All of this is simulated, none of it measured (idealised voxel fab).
Process module heading - voxel transistor to metal
Shown is cross-section cut, with a width of 165 nm and square cells of size 5 nm.
Just so we're on the same page, the cross-sections are grids of square cells, and they're listed out in bands top to bottom, each band one or more rows deep. Band: top and bottom heights (nm) first, top before bottom; then materials from left to right, widths in nm. "edge to edge" marks a sole material filling the band edge to edge. "blank" denotes empty space. Heights from 0 (as-received wafer is one material below). Bottom band endless downward, as "0 down". You'd read "30->40" like this: the band's top row of cells is as wide as the first number, its bottom row is as wide as the second, and going down, every row changes width by the same amount as the row before did. Key: "remained the same" - step with no changed cell in the cross-section. "Closed void inventory" specifies each empty space that is not open to the top and that occupies no fewer than 8 cells, using the form width x height at distance, the distance measured from the left edge and all three quantities in nm. Past the settings on a step's line: simulator remark, on that step. "overlay nm" on a masked step: distance the mask lay right of its planned place, negative for left.
**So here's the lineup of process steps we planned**
step 1: RECEIVE (material Si)
step 2: CONFORMAL_DEP (material SiO2; thk nm 5)
step 3: CONFORMAL_DEP (material SiN; thk nm 15)
step 4: PATTERN (tone cover; mask id ACTIVE; material resist; width nm 95; thk nm 15; overlay nm 0)
step 5: DIRECTIONAL_ETCH (etch materials SiN; depth nm 15)
step 6: DIRECTIONAL_ETCH (etch materials SiO2; depth nm 5)
step 7: DIRECTIONAL_ETCH (etch materials Si; depth nm 35)
step 8: STRIP (etch materials resist)
step 9: FILL_DEP (material SiO2; thk nm 15)
step 10: CMP (height nm 20)
step 11: SELECTIVE_ETCH (etch materials SiO2; depth nm 10)
step 12: STRIP (etch materials SiN)
step 13: SELECTIVE_ETCH (etch materials SiO2; depth nm 5)
step 14: OXIDIZE (depth nm 5)
step 15: DIRECTIONAL_DEP (material polySi; thk nm 25)
step 16: DIRECTIONAL_DEP (material SiCN; thk nm 10)
step 17: DIRECTIONAL_DEP (material aC; thk nm 15)
step 18: PATTERN (tone cover; mask id GATE; material resist; width nm 15; thk nm 30; overlay nm 0)
step 19: DIRECTIONAL_ETCH (etch materials aC; depth nm 15)
step 20: STRIP (etch materials resist)
step 21: DIRECTIONAL_ETCH (etch materials SiCN; depth nm 20)
step 22: DIRECTIONAL_ETCH (etch materials polySi; depth nm 35)
step 23: STRIP (etch materials aC)
step 24: CONFORMAL_DEP (material SiN; thk nm 10)
step 25: DIRECTIONAL_ETCH (etch materials SiN; depth nm 10)
step 26: DIRECTIONAL_ETCH (etch materials SiO2; depth nm 5)
step 27: DIRECTIONAL_ETCH (etch materials Si; depth nm 15)
step 28: EPI (material pSi; thk nm 20)
step 29: FILL_DEP (material SiO2; thk nm 5)
step 30: CMP (height nm 35)
step 31: DIRECTIONAL_DEP (material SiO2; thk nm 15)
step 32: PATTERN (tone open; mask id CONTACT; material resist; width nm 30; pitch nm 55; thk nm 15; overlay nm 0)
step 33: DIRECTIONAL_ETCH (etch materials SiO2; depth nm 35)
step 34: STRIP (etch materials resist)
step 35: CONFORMAL_DEP (material TiN; thk nm 5)
step 36: FILL_DEP (material W; thk nm 10)
step 37: CMP (height nm 50)
step 38: CONFORMAL_DEP (material SiCN; thk nm 5)
step 39: DIRECTIONAL_DEP (material SiO2; thk nm 25)
step 40: DIRECTIONAL_DEP (material aC; thk nm 10)
step 41: PATTERN (tone open; mask id METAL_1; material resist; width nm 20; pitch nm 65; thk nm 25; overlay nm 0)
step 42: DIRECTIONAL_ETCH (etch materials aC; depth nm 10)
step 43: STRIP (etch materials resist)
step 44: DIRECTIONAL_ETCH (etch materials SiO2; depth nm 25)
step 45: DIRECTIONAL_ETCH (etch materials SiCN; depth nm 5)
step 46: STRIP (etch materials aC)
step 47: CONFORMAL_DEP (material TiN; thk nm 5)
step 48: FILL_DEP (material Cu; thk nm 5)
step 49: CMP (height nm 80)
step 50: CONFORMAL_DEP (material SiCN; thk nm 5)
step 51: DIRECTIONAL_DEP (material SiO2; thk nm 30)
step 52: DIRECTIONAL_DEP (material aC; thk nm 15)
step 53: PATTERN (tone open; mask id METAL_2; material resist; width nm 20; pitch nm 65; thk nm 35; overlay nm 0)
step 54: DIRECTIONAL_ETCH (etch materials aC; depth nm 15)
step 55: STRIP (etch materials resist)
step 56: DIRECTIONAL_ETCH (etch materials SiO2; depth nm 15)
step 57: STRIP (etch materials aC)
step 58: MASKED_ETCH (tone open; mask id METAL_2_HOLES; width nm 15; pitch nm 65; etch materials SiO2; depth nm 15; overlay nm 0)
step 59: MASKED_ETCH (tone open; mask id METAL_2_HOLES; width nm 15; pitch nm 65; etch materials SiCN; depth nm 5; overlay nm 0)
step 60: CONFORMAL_DEP (material TiN; thk nm 5)
step 61: FILL_DEP (material Cu; thk nm 5)
step 62: CMP (height nm 115)
step 63: CONFORMAL_DEP (material SiN; thk nm 5)
**This is the cross-section of the wafer as we received it, i.e. after step 1**
> 0 down | Si edge to edge
> Closed void inventory: none
**Final cross-section, module run with one mistake (start and plan as above)**
> 120 to 115 | SiN edge to edge
> 115 to 105 | SiO2=40; TiN=5; Cu=10; TiN=5; SiO2=45; TiN=5; Cu=10; TiN=5; SiO2=40
> 105 to 100 | SiO2=40; TiN=5; Cu=5; TiN=10; SiO2=45; TiN=5; Cu=5; TiN=10; SiO2=40
> 100 to 85 | SiO2=40; TiN=5; Cu=5; TiN=5; SiO2=50; TiN=5; Cu=5; TiN=5; SiO2=45
> 85 to 80 | SiCN=40; TiN=15; SiCN=50; TiN=15; SiCN=45
> 80 to 60 | SiO2=40; TiN=5; Cu=10; TiN=5; SiO2=45; TiN=5; Cu=10; TiN=5; SiO2=40
> 60 to 55 | SiO2=40; TiN=20; SiO2=45; TiN=20; SiO2=40
> 55 to 50 | polySi edge to edge
> 50 to 40 | SiO2=40; TiN=5; W=20; TiN=5; SiO2=25; TiN=5; W=20; TiN=5; SiO2=40
> 40 to 35 | SiO2=40; TiN=5; W=15; TiN=10; SiO2=25; TiN=10; W=15; TiN=5; SiO2=40
> 35 to 25 | SiO2=40; TiN=5; W=15; TiN=5; SiN=10; SiCN=15; SiN=10; TiN=5; W=15; TiN=5; SiO2=40
> 25 to 20 | SiO2=40; TiN=5; W=15; TiN=5; SiN=10; polySi=15; SiN=10; TiN=5; W=15; TiN=5; SiO2=40
> 20 to 15 | SiO2=40; TiN=25; SiN=10; polySi=15; SiN=10; TiN=25; SiO2=40
> 15 to 5 | SiO2=30; pSi=35; SiN=10; polySi=15; SiN=10; pSi=35; SiO2=30
> 5 to 0 | SiO2=30; SiN=10; pSi=25; SiN=10; polySi=15; SiN=10; pSi=25; SiN=10; SiO2=30
> 0 to -5 | SiO2=40; pSi=25; SiO2=35; pSi=25; SiO2=40
> -5 to -20 | SiO2=35; Si=5; pSi=25; Si=35; pSi=25; Si=5; SiO2=35
> -20 to -35 | SiO2=35; Si=95; SiO2=35
> -35 down | Si edge to edge
> Closed void inventory: none
What was the processing mistake? step 38 off recipe, ran as CONFORMAL_DEP (material polySi; thk nm 5)
